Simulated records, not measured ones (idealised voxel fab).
The following is a process module called voxel capacitor over wiring.
Section shown: cut. Width: 250 nm. Cell size: 5 nm, square.
Square cells in a grid make up a cross-section in this document, and the grid is given as bands, listed from the top down, each one or more rows of cells. Band entry format. Leading values: height of top, height of bottom, nm. Remainder: materials in left-to-right order, each with its width in nm. Special words: "throughout" on a single material, which then fills the band edge to edge; "empty", empty space. Basically, 0 is our baseline, since under it the wafer straight out of the box is all one material. The bottom band has no lower end and keeps on going down, so it looks like "0 down". A two-number width, for instance "30 to 40", indicates that the width is equal to the first number in the top row of the band and to the second number in the bottom row, and that it changes by a constant amount per row of cells. "nothing different" after a step means that no cell of the cross-section changed. "Enclosed void listing" means: voids of 8 cells or more that are shut off from the top with no open way through. Written width x height at distance, distance from the left edge, in nm. Note: text after step settings on the step line = simulator remark on that step. On any step carrying a mask, the "overlay nm" setting, if present on the step's line, tells how far right of its planned place the mask lay; negative values point to the left.

Intended process steps:
1,op RECEIVE | material Si
2,op CONFORMAL_DEP | material SiO2 | thk nm 15
3,op DIRECTIONAL_DEP | material TiN | thk nm 5
4,op DIRECTIONAL_DEP | material W | thk nm 15
5,op MASKED_ETCH | tone cover | mask id METAL_1 | width nm 25 | pitch nm 75 | etch materials W | depth nm 15 | overlay nm 0
6,op MASKED_ETCH | tone cover | mask id METAL_1 | width nm 25 | pitch nm 75 | etch materials TiN | depth nm 5 | overlay nm 0
7,op FILL_DEP | material lowk | thk nm 10
8,op CMP | height nm 35
9,op CONFORMAL_DEP | material SiCN | thk nm 5
10,op DIRECTIONAL_DEP | material SiO2 | thk nm 15
11,op DIRECTIONAL_DEP | material aC | thk nm 15
12,op PATTERN | tone open | mask id PLUG_1 | material resist | width nm 15 | thk nm 30 | overlay nm 0
13,op DIRECTIONAL_ETCH | etch materials aC | depth nm 15
14,op STRIP | etch materials resist
15,op DIRECTIONAL_ETCH | etch materials SiO2 | depth nm 15
16,op DIRECTIONAL_ETCH | etch materials SiCN | depth nm 5
17,op STRIP | etch materials aC
18,op CONFORMAL_DEP | material TiN | thk nm 5
19,op FILL_DEP | material Cu | thk nm 10
20,op CMP | height nm 55
21,op DIRECTIONAL_DEP | material TiN | thk nm 5
22,op DIRECTIONAL_DEP | material Al2O3 | thk nm 5
23,op DIRECTIONAL_DEP | material TiN | thk nm 10
24,op DIRECTIONAL_DEP | material aC | thk nm 10
25,op PATTERN | tone cover | mask id UPPER_PLATE | material resist | width nm 55 | thk nm 30 | overlay nm 0
26,op DIRECTIONAL_ETCH | etch materials aC | depth nm 10
27,op STRIP | etch materials resist
28,op DIRECTIONAL_ETCH | etch materials TiN | depth nm 10
29,op DIRECTIONAL_ETCH | etch materials Al2O3 | depth nm 5
30,op STRIP | etch materials aC
31,op DIRECTIONAL_DEP | material aC | thk nm 15
32,op PATTERN | tone cover | mask id LOWER_PLATE | material resist | width nm 65 | thk nm 30 | overlay nm 0
33,op DIRECTIONAL_ETCH | etch materials aC | depth nm 15
34,op STRIP | etch materials resist
35,op DIRECTIONAL_ETCH | etch materials TiN | depth nm 5
36,op STRIP | etch materials aC
37,op FILL_DEP | material SiO2 | thk nm 20
38,op CMP | height nm 90
39,op DIRECTIONAL_DEP | material aC | thk nm 10
40,op PATTERN | tone open | mask id PLUG_2 | material resist | width nm 15 | thk nm 30 | overlay nm 0
41,op DIRECTIONAL_ETCH | etch materials aC | depth nm 10
42,op STRIP | etch materials resist
43,op DIRECTIONAL_ETCH | etch materials SiO2 | depth nm 15
44,op STRIP | etch materials aC
45,op CONFORMAL_DEP | material TiN | thk nm 5
46,op FILL_DEP | material W | thk nm 5
47,op CMP | height nm 90
48,op CONFORMAL_DEP | material SiCN | thk nm 5

This is the cross-section of the wafer as we received it, i.e. after step 1:
0 down: Si throughout
Enclosed void listing: none

Cross-section, first of two wafers, end of module, run as planned:
95 to 90: SiCN throughout
90 to 80: SiO2 95 nm; TiN 5 nm; W 5 nm; TiN 5 nm; SiO2 140 nm
80 to 75: SiO2 95 nm; TiN 15 nm; SiO2 140 nm
75 to 65: SiO2 85 nm; TiN 55 nm; SiO2 110 nm
65 to 60: SiO2 85 nm; Al2O3 55 nm; SiO2 110 nm
60 to 55: SiO2 80 nm; TiN 65 nm; SiO2 105 nm
55 to 40: SiO2 85 nm; TiN 5 nm; Cu 5 nm; TiN 5 nm; SiO2 150 nm
40 to 35: SiCN 85 nm; TiN 15 nm; SiCN 150 nm
35 to 20: lowk 75 nm; W 25 nm; lowk 50 nm; W 25 nm; lowk 75 nm
20 to 15: lowk 75 nm; TiN 25 nm; lowk 50 nm; TiN 25 nm; lowk 75 nm
15 to 0: SiO2 throughout
0 down: Si throughout
Enclosed void listing: none

Wafer two, end of module, cross-section. Same start, same plan as wafer one. One mistake in the run:
95 to 90: SiCN throughout
90 to 80: SiO2 95 nm; TiN 5 nm; W 5 nm; TiN 5 nm; SiO2 140 nm
80 to 75: SiO2 95 nm; TiN 15 nm; SiO2 140 nm
75 to 65: SiO2 85 nm; TiN 55 nm; SiO2 110 nm
65 to 60: SiO2 85 nm; Al2O3 55 nm; SiO2 110 nm
60 to 55: SiO2 80 nm; TiN 65 nm; SiO2 105 nm
55 to 40: SiO2 85 nm; TiN 5 nm; Cu 5 nm; TiN 5 nm; SiO2 150 nm
40 to 35: SiCN 85 nm; TiN 15 nm; SiCN 150 nm
35 to 30: lowk 75 nm; TiN 25 nm; lowk 50 nm; TiN 25 nm; lowk 75 nm
30 to 15: W throughout
15 to 0: SiO2 throughout
0 down: Si throughout
Enclosed void listing: none
what went wrong: plan steps 3 and 4 run swapped
The final cell counts differ between the wafers, with the second having more or fewer of some materials than the first: W: 120 more | lowk: 120 fewer
